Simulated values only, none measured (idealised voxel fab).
The process module that follows is named voxel transistor to metal.
Section cut is 185 nm wide and gridded with 5 nm square cells.
How to read a cross-section here: the picture is a grid of square cells, written as bands going from the top down, and any band can span one or more rows of cells. Quick guide to a band line: top height, bottom height (nm) up front; then every material left to right with its width in nm. Only one material and it's marked "all across"? Then it fills the band edge to edge. And "air" just means empty space. It should be noted that heights are counted from 0, beneath which the wafer as supplied is of one material throughout, and that the lowest band possesses no lower boundary but continues downward, as written in "0 nm and below". Top row gets the first number, bottom row gets the second, and each row in between changes by the same step: that is how a band width like "30..40" works. The cross-section has no changed cell in any step marked "no alteration". In "Trapped void list" the enclosed voids are listed, meaning empty spaces of 8 cells or larger without any opening to the top. The form is width x height at distance, distance from the left edge, units nm. That trailing text on a step's line, after the settings, is the simulator's own remark on the step. On any step carrying a mask, the "overlay nm" setting, if present on the step's line, tells how far right of its planned place the mask lay; negative values point to the left.

# List of planned process steps
1: RECEIVE, material Si
2: OXIDIZE, depth nm 5
3: CONFORMAL_DEP, material SiN, thk nm 15
4: PATTERN, tone cover, mask id ACTIVE, material resist, width nm 115, thk nm 15, overlay nm 0
5: DIRECTIONAL_ETCH, etch materials SiN, depth nm 15
6: DIRECTIONAL_ETCH, etch materials SiO2, depth nm 5
7: DIRECTIONAL_ETCH, etch materials Si, depth nm 20
8: STRIP, etch materials resist
9: OXIDIZE, depth nm 5
10: FILL_DEP, material SiO2, thk nm 10
11: CMP, height nm 15
12: SELECTIVE_ETCH, etch materials SiO2, depth nm 10
13: STRIP, etch materials SiN
14: SELECTIVE_ETCH, etch materials SiO2, depth nm 5
15: OXIDIZE, depth nm 5
16: DIRECTIONAL_DEP, material polySi, thk nm 30
17: DIRECTIONAL_DEP, material SiCN, thk nm 15
18: PATTERN, tone cover, mask id GATE, material resist, width nm 35, thk nm 20, overlay nm 0
19: DIRECTIONAL_ETCH, etch materials SiCN, depth nm 25
20: DIRECTIONAL_ETCH, etch materials polySi, depth nm 40
21: STRIP, etch materials resist
22: CONFORMAL_DEP, material SiN, thk nm 5
23: DIRECTIONAL_ETCH, etch materials SiN, depth nm 5
24: DIRECTIONAL_ETCH, etch materials SiO2, depth nm 5
25: DIRECTIONAL_ETCH, etch materials Si, depth nm 10
26: EPI, material pSi, thk nm 15
27: FILL_DEP, material SiO2, thk nm 5
28: CMP, height nm 25
29: STRIP, etch materials polySi
30: SELECTIVE_ETCH, etch materials SiO2, depth nm 5
31: CONFORMAL_DEP, material HfO2, thk nm 5
32: CONFORMAL_DEP, material TiN, thk nm 5
33: FILL_DEP, material W, thk nm 10
34: CMP, height nm 20
35: DIRECTIONAL_DEP, material SiO2, thk nm 10
36: PATTERN, tone open, mask id CONTACT, material resist, width nm 15, pitch nm 90, thk nm 15, overlay nm 0
37: DIRECTIONAL_ETCH, etch materials SiO2, depth nm 35
38: STRIP, etch materials resist
39: CONFORMAL_DEP, material TiN, thk nm 5
40: FILL_DEP, material W, thk nm 10
41: CMP, height nm 30
42: CONFORMAL_DEP, material SiCN, thk nm 5
43: DIRECTIONAL_DEP, material lowk, thk nm 25
44: PATTERN, tone open, mask id METAL_1, material resist, width nm 15, pitch nm 90, thk nm 15, overlay nm 0
45: DIRECTIONAL_ETCH, etch materials lowk, depth nm 25
46: DIRECTIONAL_ETCH, etch materials SiCN, depth nm 5
47: STRIP, etch materials resist
48: CONFORMAL_DEP, material TiN, thk nm 5
49: FILL_DEP, material Cu, thk nm 10
50: CMP, height nm 60
51: EPI, material Ru, thk nm 5
52: FILL_DEP, material SiCN, thk nm 5
53: DIRECTIONAL_DEP, material lowk, thk nm 30
54: MASKED_ETCH, tone open, mask id METAL_2, width nm 15, pitch nm 90, etch materials lowk, depth nm 20, overlay nm 0
55: PATTERN, tone open, mask id METAL_2_HOLES, material resist, width nm 15, pitch nm 90, thk nm 20, overlay nm 0
56: DIRECTIONAL_ETCH, etch materials lowk, depth nm 10
57: DIRECTIONAL_ETCH, etch materials SiCN, depth nm 5
58: STRIP, etch materials resist
59: CONFORMAL_DEP, material TiN, thk nm 5
60: FILL_DEP, material Cu, thk nm 5
61: CMP, height nm 100
62: CONFORMAL_DEP, material SiCN, thk nm 5
Every wafer here starts from the same state; it is the step 7 depth nm that distinguishes them, and the value the plan gives belongs to the first wafer.

# Cut through the first of several wafers as received, post step 1
- 0 nm and below = Si all across
- Trapped void list: none

# First of several wafers: cross-section at the end of the module, after step 62, its last step
- 105 nm to 100 nm = SiCN all across
- 100 nm to 70 nm = 40 nm lowk; 5 nm TiN; 5 nm Cu; 5 nm TiN; 75 nm lowk; 5 nm TiN; 5 nm Cu; 5 nm TiN; 40 nm lowk
- 70 nm to 65 nm = 40 nm SiCN; 15 nm TiN; 75 nm SiCN; 15 nm TiN; 40 nm SiCN
- 65 nm to 60 nm = 35 nm SiCN; 25 nm Ru; 65 nm SiCN; 25 nm Ru; 35 nm SiCN
- 60 nm to 35 nm = 40 nm lowk; 5 nm TiN; 5 nm Cu; 5 nm TiN; 75 nm lowk; 5 nm TiN; 5 nm Cu; 5 nm TiN; 40 nm lowk
- 35 nm to 30 nm = 40 nm SiCN; 15 nm TiN; 75 nm SiCN; 15 nm TiN; 40 nm SiCN
- 30 nm to 20 nm = 40 nm SiO2; 5 nm TiN; 5 nm W; 5 nm TiN; 75 nm SiO2; 5 nm TiN; 5 nm W; 5 nm TiN; 40 nm SiO2
- 20 nm to 5 nm = 40 nm SiO2; 5 nm TiN; 5 nm W; 5 nm TiN; 15 nm SiO2; 5 nm SiN; 5 nm HfO2; 5 nm TiN; 15 nm W; 5 nm TiN; 5 nm HfO2; 5 nm SiN; 15 nm SiO2; 5 nm TiN; 5 nm W; 5 nm TiN; 40 nm SiO2
- 5 nm to 0 nm = 40 nm SiO2; 5 nm TiN; 5 nm W; 5 nm TiN; 15 nm pSi; 5 nm SiN; 5 nm HfO2; 5 nm TiN; 15 nm W; 5 nm TiN; 5 nm HfO2; 5 nm SiN; 15 nm pSi; 5 nm TiN; 5 nm W; 5 nm TiN; 40 nm SiO2
- 0 nm to -5 nm = 30 nm SiO2; 5 nm SiN; 5 nm SiO2; 15 nm TiN; 15 nm pSi; 5 nm SiN; 5 nm HfO2; 25 nm TiN; 5 nm HfO2; 5 nm SiN; 15 nm pSi; 15 nm TiN; 5 nm SiO2; 5 nm SiN; 30 nm SiO2
- -5 nm to -10 nm = 35 nm SiO2; 35 nm pSi; 45 nm HfO2; 35 nm pSi; 35 nm SiO2
- -10 nm to -20 nm = 40 nm SiO2; 30 nm pSi; 45 nm Si; 30 nm pSi; 40 nm SiO2
- -20 nm to -30 nm = 40 nm SiO2; 105 nm Si; 40 nm SiO2
- -30 nm and below = Si all across
- Trapped void list: none

# Showing the last wafer in cross-section at the end of the module
- 105 nm to 100 nm = SiCN all across
- 100 nm to 70 nm = 40 nm lowk; 5 nm TiN; 5 nm Cu; 5 nm TiN; 75 nm lowk; 5 nm TiN; 5 nm Cu; 5 nm TiN; 40 nm lowk
- 70 nm to 65 nm = 40 nm SiCN; 15 nm TiN; 75 nm SiCN; 15 nm TiN; 40 nm SiCN
- 65 nm to 60 nm = 35 nm SiCN; 25 nm Ru; 65 nm SiCN; 25 nm Ru; 35 nm SiCN
- 60 nm to 35 nm = 40 nm lowk; 5 nm TiN; 5 nm Cu; 5 nm TiN; 75 nm lowk; 5 nm TiN; 5 nm Cu; 5 nm TiN; 40 nm lowk
- 35 nm to 30 nm = 40 nm SiCN; 15 nm TiN; 75 nm SiCN; 15 nm TiN; 40 nm SiCN
- 30 nm to 20 nm = 40 nm SiO2; 5 nm TiN; 5 nm W; 5 nm TiN; 75 nm SiO2; 5 nm TiN; 5 nm W; 5 nm TiN; 40 nm SiO2
- 20 nm to 5 nm = 40 nm SiO2; 5 nm TiN; 5 nm W; 5 nm TiN; 15 nm SiO2; 5 nm SiN; 5 nm HfO2; 5 nm TiN; 15 nm W; 5 nm TiN; 5 nm HfO2; 5 nm SiN; 15 nm SiO2; 5 nm TiN; 5 nm W; 5 nm TiN; 40 nm SiO2
- 5 nm to 0 nm = 40 nm SiO2; 5 nm TiN; 5 nm W; 5 nm TiN; 15 nm pSi; 5 nm SiN; 5 nm HfO2; 5 nm TiN; 15 nm W; 5 nm TiN; 5 nm HfO2; 5 nm SiN; 15 nm pSi; 5 nm TiN; 5 nm W; 5 nm TiN; 40 nm SiO2
- 0 nm to -5 nm = 30 nm SiO2; 5 nm SiN; 5 nm SiO2; 15 nm TiN; 15 nm pSi; 5 nm SiN; 5 nm HfO2; 25 nm TiN; 5 nm HfO2; 5 nm SiN; 15 nm pSi; 15 nm TiN; 5 nm SiO2; 5 nm SiN; 30 nm SiO2
- -5 nm to -10 nm = 35 nm SiO2; 35 nm pSi; 45 nm HfO2; 35 nm pSi; 35 nm SiO2
- -10 nm to -20 nm = 40 nm SiO2; 30 nm pSi; 45 nm Si; 30 nm pSi; 40 nm SiO2
- -20 nm to -55 nm = 40 nm SiO2; 105 nm Si; 40 nm SiO2
- -55 nm and below = Si all across
- Trapped void list: none

# Note: the following table is arranged by wafer, a row apiece. Each row reports the end-of-module state: per material, cells gained (+) or cells lost (-) compared with the wafer as received; closed voids follow
depth nm 20 | +22 Cu | +19 HfO2 | +10 Ru | -162 Si | +126 SiCN | +12 SiN | +236 SiO2 | +99 TiN | +24 W | +341 lowk | +50 pSi | Trapped void list: none
depth nm 25 | +22 Cu | +19 HfO2 | +10 Ru | -178 Si | +126 SiCN | +12 SiN | +252 SiO2 | +99 TiN | +24 W | +341 lowk | +50 pSi | Trapped void list: none
depth nm 30 | +22 Cu | +19 HfO2 | +10 Ru | -194 Si | +126 SiCN | +12 SiN | +268 SiO2 | +99 TiN | +24 W | +341 lowk | +50 pSi | Trapped void list: none
depth nm 35 | +22 Cu | +19 HfO2 | +10 Ru | -210 Si | +126 SiCN | +12 SiN | +284 SiO2 | +99 TiN | +24 W | +341 lowk | +50 pSi | Trapped void list: none
depth nm 40 | +22 Cu | +19 HfO2 | +10 Ru | -226 Si | +126 SiCN | +12 SiN | +300 SiO2 | +99 TiN | +24 W | +341 lowk | +50 pSi | Trapped void list: none
depth nm 45 | +22 Cu | +19 HfO2 | +10 Ru | -242 Si | +126 SiCN | +12 SiN | +316 SiO2 | +99 TiN | +24 W | +341 lowk | +50 pSi | Trapped void list: none
